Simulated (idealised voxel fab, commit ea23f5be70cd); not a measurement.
process module | voxel ribs on slabs
cross-section cut | 165 nm wide | cells 5 nm
A cross-section is a grid of square cells, given in bands from the top down. A band is one or more rows of cells.
Each band's line starts with the height of the band's top and of its bottom, in nm. Then come its materials from left to right, each with its width in nm. One material with "throughout" fills the band from edge to edge. "air" is empty space.
Height 0 is the level under which the wafer as received is all one material. The lowest band goes on downwards, as in "0 down".
A width such as "30 to 40" changes by the same amount from each row of cells to the next, from the band's top row to its bottom row.
"no change" after a step means that no cell of the cross-section changed.
closed voids: empty space of 8 cells or more with no open way to the top, each as width x height at its distance from the left edge, in nm
after a step's settings: what the simulator itself notes on the step
overlay nm, on a step with a mask: how far to the right of its planned place the mask lay; to the left if negative
plan
1 op RECEIVE | material Si
2 op DIRECTIONAL_DEP | material SiO2 | thk nm 25
3 op DIRECTIONAL_DEP | material SiN | thk nm 15
4 op DIRECTIONAL_DEP | material aC | thk nm 10
5 op PATTERN | tone cover | mask id RIB | material resist | width nm 25 | thk nm 25 | overlay nm 0
6 op DIRECTIONAL_ETCH | etch materials aC | depth nm 10
7 op STRIP | etch materials resist
8 op DIRECTIONAL_ETCH | etch materials SiN | depth nm 10
9 op STRIP | etch materials aC
10 op PATTERN | tone cover | mask id SLAB | material resist | width nm 55 | thk nm 15 | overlay nm 0
11 op DIRECTIONAL_ETCH | etch materials SiN | depth nm 5
12 op STRIP | etch materials resist
13 op FILL_DEP | material SiO2 | thk nm 25
14 op CMP | height nm 55
15 op DIRECTIONAL_DEP | material W | thk nm 10
16 op DIRECTIONAL_DEP | material aC | thk nm 10
17 op PATTERN | tone cover | mask id HEATER | material resist | width nm 35 | thk nm 25 | overlay nm 0
18 op DIRECTIONAL_ETCH | etch materials aC | depth nm 10
19 op STRIP | etch materials resist
20 op DIRECTIONAL_ETCH | etch materials W | depth nm 10
21 op STRIP | etch materials aC
22 op CONFORMAL_DEP | material SiO2 | thk nm 5
first wafer, as planned
as received, after step 1
  0 down: Si throughout
  closed voids: none
after step 2
  25 to 0: SiO2 throughout
  below 0: unchanged
after step 3
  40 to 25: SiN throughout
  below 25: unchanged
after step 4
  50 to 40: aC throughout
  below 40: unchanged
after step 5
  75 to 50: air 70 | resist 25 | air 70
  below 50: unchanged
after step 6
  65 to 50: air 70 | resist 25 | air 70
  50 to 40: air 70 | aC 25 | air 70
  below 40: unchanged
after step 7
  50 to 40: air 70 | aC 25 | air 70
  below 40: unchanged
after step 8
  50 to 40: air 70 | aC 25 | air 70
  40 to 30: air 70 | SiN 25 | air 70
  below 30: unchanged
after step 9
  40 to 30: air 70 | SiN 25 | air 70
  below 30: unchanged
after step 10
  55 to 40: air 55 | resist 55 | air 55
  40 to 30: air 55 | resist 15 | SiN 25 | resist 15 | air 55
  below 30: unchanged
after step 11
  55 to 40: air 55 | resist 55 | air 55
  40 to 30: air 55 | resist 15 | SiN 25 | resist 15 | air 55
  30 to 25: air 55 | SiN 55 | air 55
  below 25: unchanged
after step 12
  40 to 30: air 70 | SiN 25 | air 70
  below 30: unchanged
after step 13
  65 to 40: SiO2 throughout
  40 to 30: SiO2 70 | SiN 25 | SiO2 70
  30 to 25: SiO2 55 | SiN 55 | SiO2 55
  below 25: unchanged
after step 14
  55 to 40: SiO2 throughout
  below 40: unchanged
after step 15
  65 to 55: W throughout
  below 55: unchanged
after step 16
  75 to 65: aC throughout
  below 65: unchanged
after step 17
  100 to 75: air 65 | resist 35 | air 65
  below 75: unchanged
after step 18
  90 to 75: air 65 | resist 35 | air 65
  75 to 65: air 65 | aC 35 | air 65
  below 65: unchanged
after step 19
  75 to 65: air 65 | aC 35 | air 65
  below 65: unchanged
after step 20
  75 to 65: air 65 | aC 35 | air 65
  65 to 55: air 65 | W 35 | air 65
  below 55: unchanged
after step 21
  65 to 55: air 65 | W 35 | air 65
  below 55: unchanged
after step 22
  70 to 65: air 60 | SiO2 45 | air 60
  65 to 60: air 60 | SiO2 5 | W 35 | SiO2 5 | air 60
  60 to 55: SiO2 65 | W 35 | SiO2 65
  below 55: unchanged
second wafer: like start, like plan, one mistake. Through step 16 it matches the first wafer
when step 17 should have ended
  100 to 75: air 60 | resist 45 | air 60
  below 75: unchanged
when step 18 should have ended
  90 to 75: air 60 | resist 45 | air 60
  75 to 65: air 60 | aC 45 | air 60
  below 65: unchanged
when step 19 should have ended
  75 to 65: air 60 | aC 45 | air 60
  below 65: unchanged
when step 20 should have ended
  75 to 65: air 60 | aC 45 | air 60
  65 to 55: air 60 | W 45 | air 60
  below 55: unchanged
when step 21 should have ended
  65 to 55: air 60 | W 45 | air 60
  below 55: unchanged
when step 22 should have ended
  70 to 65: air 55 | SiO2 55 | air 55
  65 to 60: air 55 | SiO2 5 | W 45 | SiO2 5 | air 55
  60 to 55: SiO2 60 | W 45 | SiO2 60
  below 55: unchanged
what went wrong: step 17 ran as: op PATTERN | tone cover | mask id HEATER | material resist | width nm 45 | thk nm 25 | overlay nm 0
at the end the second wafer has, in cells: 4 more of W
